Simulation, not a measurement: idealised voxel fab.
voxel transistor to metal: a process module
Each square cell in cross-section cut measures 5 nm, and the section as a whole is 285 nm wide.
Think of the cross-section as a grid of square cells. We describe it in bands, top to bottom, and each band covers one or more rows of those cells. For a band, the entry starts with two heights in nm, that of the top and then that of the bottom, and carries on with the band's materials in order from left to right, each alongside its width in nm; the word "edge to edge" beside a single material means it fills the band edge to edge, and "empty" means empty space. Measure heights from 0. That's the level where, below it, the as-received wafer is all one material. The lowest band is bottomless and extends downward; write it as in "from 0 down". It should be noted that a width expressed as "30..40" varies in equal increments from row to row of cells within the band, taking the value of the first number at the top row and that of the second number at the bottom row. "all unchanged" (step): cross-section cells unchanged, all of them. "Internal closed voids" specifies each empty space that is not open to the top and that occupies no fewer than 8 cells, using the form width x height at distance, the distance measured from the left edge and all three quantities in nm. Step line, after settings: the simulator's comment on this step. "overlay nm" on a masked step: distance the mask lay right of its planned place, negative for left.

# Listed below are the process steps as planned
- 1: op RECEIVE | material Si
- 2: op OXIDIZE | depth nm 5
- 3: op CONFORMAL_DEP | material SiN | thk nm 10
- 4: op MASKED_ETCH | tone cover | mask id ACTIVE | width nm 110 | pitch nm 140 | etch materials SiN | depth nm 10 | overlay nm 0
- 5: op MASKED_ETCH | tone cover | mask id ACTIVE | width nm 110 | pitch nm 140 | etch materials SiO2 | depth nm 5 | overlay nm 0
- 6: op MASKED_ETCH | tone cover | mask id ACTIVE | width nm 110 | pitch nm 140 | etch materials Si | depth nm 35 | overlay nm 0
- 7: op OXIDIZE | depth nm 5
- 8: op FILL_DEP | material SiO2 | thk nm 5
- 9: op CMP | height nm 10
- 10: op SELECTIVE_ETCH | etch materials SiO2 | depth nm 10
- 11: op STRIP | etch materials SiN
- 12: op SELECTIVE_ETCH | etch materials SiO2 | depth nm 5
- 13: op OXIDIZE | depth nm 5
- 14: op DIRECTIONAL_DEP | material polySi | thk nm 30
- 15: op DIRECTIONAL_DEP | material SiCN | thk nm 15
- 16: op DIRECTIONAL_DEP | material aC | thk nm 15
- 17: op PATTERN | tone cover | mask id GATE | material resist | width nm 20 | pitch nm 140 | thk nm 30 | overlay nm 0
- 18: op DIRECTIONAL_ETCH | etch materials aC | depth nm 15
- 19: op STRIP | etch materials resist
- 20: op DIRECTIONAL_ETCH | etch materials SiCN | depth nm 25
- 21: op DIRECTIONAL_ETCH | etch materials polySi | depth nm 40
- 22: op STRIP | etch materials aC
- 23: op CONFORMAL_DEP | material SiO2 | thk nm 5
- 24: op DIRECTIONAL_ETCH | etch materials SiO2 | depth nm 5
- 25: op CONFORMAL_DEP | material SiN | thk nm 5
- 26: op DIRECTIONAL_ETCH | etch materials SiN | depth nm 5
- 27: op DIRECTIONAL_ETCH | etch materials SiO2 | depth nm 5
- 28: op EPI | material pSi | thk nm 5
- 29: op FILL_DEP | material SiO2 | thk nm 10
- 30: op CMP | height nm 40
- 31: op DIRECTIONAL_DEP | material SiO2 | thk nm 15
- 32: op PATTERN | tone open | mask id CONTACT | material resist | width nm 20 | pitch nm 70 | thk nm 20 | overlay nm 0
- 33: op DIRECTIONAL_ETCH | etch materials SiO2 | depth nm 60
- 34: op STRIP | etch materials resist
- 35: op CONFORMAL_DEP | material TiN | thk nm 5
- 36: op FILL_DEP | material W | thk nm 5
- 37: op CMP | height nm 55
- 38: op CONFORMAL_DEP | material SiCN | thk nm 5
- 39: op DIRECTIONAL_DEP | material SiO2 | thk nm 20
- 40: op PATTERN | tone open | mask id METAL_1 | material resist | width nm 20 | pitch nm 70 | thk nm 15 | overlay nm 0
- 41: op DIRECTIONAL_ETCH | etch materials SiO2 | depth nm 20
- 42: op DIRECTIONAL_ETCH | etch materials SiCN | depth nm 5
- 43: op STRIP | etch materials resist
- 44: op CONFORMAL_DEP | material TiN | thk nm 5
- 45: op FILL_DEP | material Cu | thk nm 10
- 46: op CMP | height nm 80
- 47: op CONFORMAL_DEP | material SiN | thk nm 5

# as received, after step 1
  from 0 down | Si edge to edge
  Internal closed voids: none

# Post-module cross-section of the first of two wafers (run per plan)
  from 85 to 80 | SiN edge to edge
  from 80 to 60 | 25 of SiO2 | 5 of TiN | 10 of Cu | 5 of TiN | 50 of SiO2 | 5 of TiN | 10 of Cu | 5 of TiN | 50 of SiO2 | 5 of TiN | 10 of Cu | 5 of TiN | 50 of SiO2 | 5 of TiN | 10 of Cu | 5 of TiN | 30 of SiO2
  from 60 to 55 | 25 of SiCN | 20 of TiN | 50 of SiCN | 20 of TiN | 50 of SiCN | 20 of TiN | 50 of SiCN | 20 of TiN | 30 of SiCN
  from 55 to 40 | 25 of SiO2 | 5 of TiN | 10 of W | 5 of TiN | 50 of SiO2 | 5 of TiN | 10 of W | 5 of TiN | 50 of SiO2 | 5 of TiN | 10 of W | 5 of TiN | 50 of SiO2 | 5 of TiN | 10 of W | 5 of TiN | 30 of SiO2
  from 40 to 25 | 25 of SiO2 | 5 of TiN | 10 of W | 5 of TiN | 5 of SiO2 | 5 of SiN | 5 of SiO2 | 20 of SiCN | 5 of SiO2 | 5 of SiN | 5 of SiO2 | 5 of TiN | 10 of W | 5 of TiN | 50 of SiO2 | 5 of TiN | 10 of W | 5 of TiN | 5 of SiO2 | 5 of SiN | 5 of SiO2 | 20 of SiCN | 5 of SiO2 | 5 of SiN | 5 of SiO2 | 5 of TiN | 10 of W | 5 of TiN | 30 of SiO2
  from 25 to 0 | 25 of SiO2 | 5 of TiN | 10 of W | 5 of TiN | 5 of SiO2 | 5 of SiN | 5 of SiO2 | 20 of polySi | 5 of SiO2 | 5 of SiN | 5 of SiO2 | 5 of TiN | 10 of W | 5 of TiN | 50 of SiO2 | 5 of TiN | 10 of W | 5 of TiN | 5 of SiO2 | 5 of SiN | 5 of SiO2 | 20 of polySi | 5 of SiO2 | 5 of SiN | 5 of SiO2 | 5 of TiN | 10 of W | 5 of TiN | 30 of SiO2
  from 0 to -5 | 25 of SiO2 | 20 of TiN | 5 of SiO2 | 5 of SiN | 5 of SiO2 | 20 of polySi | 5 of SiO2 | 5 of SiN | 5 of SiO2 | 20 of TiN | 50 of SiO2 | 20 of TiN | 5 of SiO2 | 5 of SiN | 5 of SiO2 | 20 of polySi | 5 of SiO2 | 5 of SiN | 5 of SiO2 | 20 of TiN | 30 of SiO2
  from -5 to -10 | 15 of SiO2 | 35 of pSi | 40 of SiO2 | 35 of pSi | 30 of SiO2 | 35 of pSi | 40 of SiO2 | 35 of pSi | 20 of SiO2
  from -10 to -45 | 20 of SiO2 | 100 of Si | 40 of SiO2 | 100 of Si | 25 of SiO2
  from -45 down | Si edge to edge
  Internal closed voids: none

# second wafer at the end: like start, like plan, one mistake
  from 85 to 80 | SiN edge to edge
  from 80 to 60 | 25 of SiO2 | 5 of TiN | 10 of Cu | 5 of TiN | 50 of SiO2 | 5 of TiN | 10 of Cu | 5 of TiN | 50 of SiO2 | 5 of TiN | 10 of Cu | 5 of TiN | 50 of SiO2 | 5 of TiN | 10 of Cu | 5 of TiN | 30 of SiO2
  from 60 to 55 | 25 of SiCN | 20 of TiN | 50 of SiCN | 20 of TiN | 50 of SiCN | 20 of TiN | 50 of SiCN | 20 of TiN | 30 of SiCN
  from 55 to 45 | 25 of SiO2 | 5 of TiN | 10 of W | 5 of TiN | 50 of SiO2 | 5 of TiN | 10 of W | 5 of TiN | 50 of SiO2 | 5 of TiN | 10 of W | 5 of TiN | 50 of SiO2 | 5 of TiN | 10 of W | 5 of TiN | 30 of SiO2
  from 45 to 40 | 25 of SiO2 | 20 of TiN | 50 of SiO2 | 20 of TiN | 50 of SiO2 | 20 of TiN | 50 of SiO2 | 20 of TiN | 30 of SiO2
  from 40 to 25 | 60 of SiCN | 5 of SiO2 | 10 of SiN | 5 of SiO2 | 120 of SiCN | 5 of SiO2 | 10 of SiN | 5 of SiO2 | 65 of SiCN
  from 25 to -5 | 60 of polySi | 5 of SiO2 | 10 of SiN | 5 of SiO2 | 120 of polySi | 5 of SiO2 | 10 of SiN | 5 of SiO2 | 65 of polySi
  from -5 to -10 | SiO2 edge to edge
  from -10 to -45 | 20 of SiO2 | 100 of Si | 40 of SiO2 | 100 of Si | 25 of SiO2
  from -45 down | Si edge to edge
  Internal closed voids: none
In executing the process, a mistake was made relative to the plan: step 17 ran differently from the plan; actual operation with settings: op PATTERN | tone open | mask id GATE | material resist | width nm 20 | pitch nm 140 | thk nm 30 | overlay nm 0
Counted in cells at the end, the second wafer holds more or fewer of these materials than the first: SiCN +123; SiO2 -197; TiN -72; W -72; pSi -28; polySi +246
